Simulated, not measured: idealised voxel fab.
The following process module bears the name voxel self aligned vias.
190 nm wide, 5 nm square cells: that's cross-section cut.
If you're reading a cross-section in this doc, picture square cells in a grid; it comes to you as bands, top ones listed first down to the bottom, and a band can be one or more rows of cells.
First you get the band's top height and its bottom height, in nm, and then the materials it's made of, left to right, with each width in nm. If you see a single material with "all across", that one covers the band edge to edge. "air" is empty space.
We count height from 0. Below that, the starting wafer is all one material. The lowest band never ends at the bottom but goes on down; see "0 -> down" for how that is written.
Width spec "30..40" -> top row of cells at first value, bottom row at second value, equal per-row change in between.
The designation "no modifications", where it is given for a processing step, indicates that no cell of the cross-section was altered in the course of that step.
Empty spaces without an open route to the top, at least 8 cells in extent, make up the entry "Internal closed voids"; each is given as width x height at distance, where the distance is measured from the left edge, and all are in nm.
Post-settings text on a step line: simulator's own remark regarding the step.
overlay nm: step with mask; distance mask lay right of planned place; negative value = left of planned place.

**Here's what the planned process steps look like**
1: RECEIVE, material Si
2: CONFORMAL_DEP, material SiO2, thk nm 15
3: CONFORMAL_DEP, material SiCN, thk nm 5
4: DIRECTIONAL_DEP, material lowk, thk nm 25
5: PATTERN, tone open, mask id LINES, material resist, width nm 30, pitch nm 55, thk nm 15, overlay nm 0
6: DIRECTIONAL_ETCH, etch materials lowk, depth nm 25
7: STRIP, etch materials resist
8: CONFORMAL_DEP, material TiN, thk nm 5
9: FILL_DEP, material W, thk nm 10
10: CMP, height nm 45
11: SELECTIVE_ETCH, etch materials W Ru TiN, depth nm 5
12: FILL_DEP, material SiN, thk nm 10
13: CMP, height nm 45
14: DIRECTIONAL_DEP, material lowk, thk nm 15
15: MASKED_ETCH, tone open, mask id VIAS, width nm 40, pitch nm 55, etch materials lowk, depth nm 15, overlay nm 0
16: MASKED_ETCH, tone open, mask id VIAS, width nm 40, pitch nm 55, etch materials SiN, depth nm 5, overlay nm 0
17: CONFORMAL_DEP, material TiN, thk nm 5
18: FILL_DEP, material Ru, thk nm 5
19: CMP, height nm 60
20: CONFORMAL_DEP, material SiCN, thk nm 5

**First of two wafers, with the run carried out as planned**

**Cross-section of the wafer at receipt, which is the condition after step 1**
    0 -> down  Si all across
    Internal closed voids: none

**The wafer in cross-section once step 2 is complete**
    15 -> 0  SiO2 all across
    No changes below 0.

**The wafer in cross-section once step 3 is complete**
    20 -> 15  SiCN all across
    No changes below 15.

**The wafer in cross-section once step 4 is complete**
    45 -> 20  lowk all across
    No changes below 20.

**The wafer in cross-section once step 5 is complete**
    60 -> 45  resist=50  air=30  resist=25  air=30  resist=55
    No changes below 45.

**The wafer in cross-section once step 6 is complete**
    60 -> 45  resist=50  air=30  resist=25  air=30  resist=55
    45 -> 20  lowk=50  air=30  lowk=25  air=30  lowk=55
    No changes below 20.

**The wafer in cross-section once step 7 is complete**
    45 -> 20  lowk=50  air=30  lowk=25  air=30  lowk=55
    No changes below 20.

**The wafer in cross-section once step 8 is complete**
    50 -> 45  TiN=55  air=20  TiN=35  air=20  TiN=60
    45 -> 25  lowk=50  TiN=5  air=20  TiN=5  lowk=25  TiN=5  air=20  TiN=5  lowk=55
    25 -> 20  lowk=50  TiN=30  lowk=25  TiN=30  lowk=55
    No changes below 20.

**The wafer in cross-section once step 9 is complete**
    60 -> 50  W all across
    50 -> 45  TiN=55  W=20  TiN=35  W=20  TiN=60
    45 -> 25  lowk=50  TiN=5  W=20  TiN=5  lowk=25  TiN=5  W=20  TiN=5  lowk=55
    No changes below 25.

**The wafer in cross-section once step 10 is complete**
    45 -> 25  lowk=50  TiN=5  W=20  TiN=5  lowk=25  TiN=5  W=20  TiN=5  lowk=55
    No changes below 25.

**The wafer in cross-section once step 11 is complete**
    45 -> 40  lowk=50  air=30  lowk=25  air=30  lowk=55
    No changes below 40.

**The wafer in cross-section once step 12 is complete**
    55 -> 45  SiN all across
    45 -> 40  lowk=50  SiN=30  lowk=25  SiN=30  lowk=55
    No changes below 40.

**The wafer in cross-section once step 13 is complete**
    45 -> 40  lowk=50  SiN=30  lowk=25  SiN=30  lowk=55
    No changes below 40.

**The wafer in cross-section once step 14 is complete**
    60 -> 45  lowk all across
    No changes below 45.

**The wafer in cross-section once step 15 is complete**
    60 -> 45  lowk=45  air=40  lowk=15  air=40  lowk=50
    No changes below 45.

**The wafer in cross-section once step 16 is complete**
    60 -> 45  lowk=45  air=40  lowk=15  air=40  lowk=50
    45 -> 40  lowk=50  air=30  lowk=25  air=30  lowk=55
    No changes below 40.

**The wafer in cross-section once step 17 is complete**
    65 -> 60  TiN=50  air=30  TiN=25  air=30  TiN=55
    60 -> 50  lowk=45  TiN=5  air=30  TiN=5  lowk=15  TiN=5  air=30  TiN=5  lowk=50
    50 -> 45  lowk=45  TiN=10  air=20  TiN=10  lowk=15  TiN=10  air=20  TiN=10  lowk=50
    45 -> 40  lowk=50  TiN=30  lowk=25  TiN=30  lowk=55
    No changes below 40.

**The wafer in cross-section once step 18 is complete**
    70 -> 65  Ru all across
    65 -> 60  TiN=50  Ru=30  TiN=25  Ru=30  TiN=55
    60 -> 50  lowk=45  TiN=5  Ru=30  TiN=5  lowk=15  TiN=5  Ru=30  TiN=5  lowk=50
    50 -> 45  lowk=45  TiN=10  Ru=20  TiN=10  lowk=15  TiN=10  Ru=20  TiN=10  lowk=50
    No changes below 45.

**The wafer in cross-section once step 19 is complete**
    60 -> 50  lowk=45  TiN=5  Ru=30  TiN=5  lowk=15  TiN=5  Ru=30  TiN=5  lowk=50
    No changes below 50.

**The wafer in cross-section once step 20 is complete**
    65 -> 60  SiCN all across
    No changes below 60.

**Second wafer: same start and same plan as the first, one execution error; identical to the first through step 14**

**Look at the second wafer in cross-section at the time step 15 ought to have finished**
    60 -> 45  lowk=45  air=40  lowk=15  air=40  lowk=50
    45 -> 40  lowk=45  air=5  SiN=30  air=5  lowk=15  air=5  SiN=30  air=5  lowk=50
    40 -> 35  lowk=45  air=5  TiN=5  W=20  TiN=5  air=5  lowk=15  air=5  TiN=5  W=20  TiN=5  air=5  lowk=50
    No changes below 35.

**Look at the second wafer in cross-section at the time step 16 ought to have finished**
    60 -> 40  lowk=45  air=40  lowk=15  air=40  lowk=50
    No changes below 40.

**Look at the second wafer in cross-section at the time step 17 ought to have finished**
    65 -> 60  TiN=50  air=30  TiN=25  air=30  TiN=55
    60 -> 45  lowk=45  TiN=5  air=30  TiN=5  lowk=15  TiN=5  air=30  TiN=5  lowk=50
    45 -> 40  lowk=45  TiN=40  lowk=15  TiN=40  lowk=50
    40 -> 35  lowk=45  TiN=10  W=20  TiN=10  lowk=15  TiN=10  W=20  TiN=10  lowk=50
    No changes below 35.

**Look at the second wafer in cross-section at the time step 18 ought to have finished**
    70 -> 65  Ru all across
    65 -> 60  TiN=50  Ru=30  TiN=25  Ru=30  TiN=55
    60 -> 45  lowk=45  TiN=5  Ru=30  TiN=5  lowk=15  TiN=5  Ru=30  TiN=5  lowk=50
    No changes below 45.

**Look at the second wafer in cross-section at the time step 19 ought to have finished**
    60 -> 45  lowk=45  TiN=5  Ru=30  TiN=5  lowk=15  TiN=5  Ru=30  TiN=5  lowk=50
    No changes below 45.

**Look at the second wafer in cross-section at the time step 20 ought to have finished**
    65 -> 60  SiCN all across
    No changes below 60.
Finding, execution versus plan: step 15 changed vs plan, executed as MASKED_ETCH, tone open, mask id VIAS, width nm 40, pitch nm 55, etch materials lowk, depth nm 25, overlay nm 0
Counted in cells at the end, the second wafer holds more or fewer of these materials than the first: Ru +4; TiN +4; lowk -8
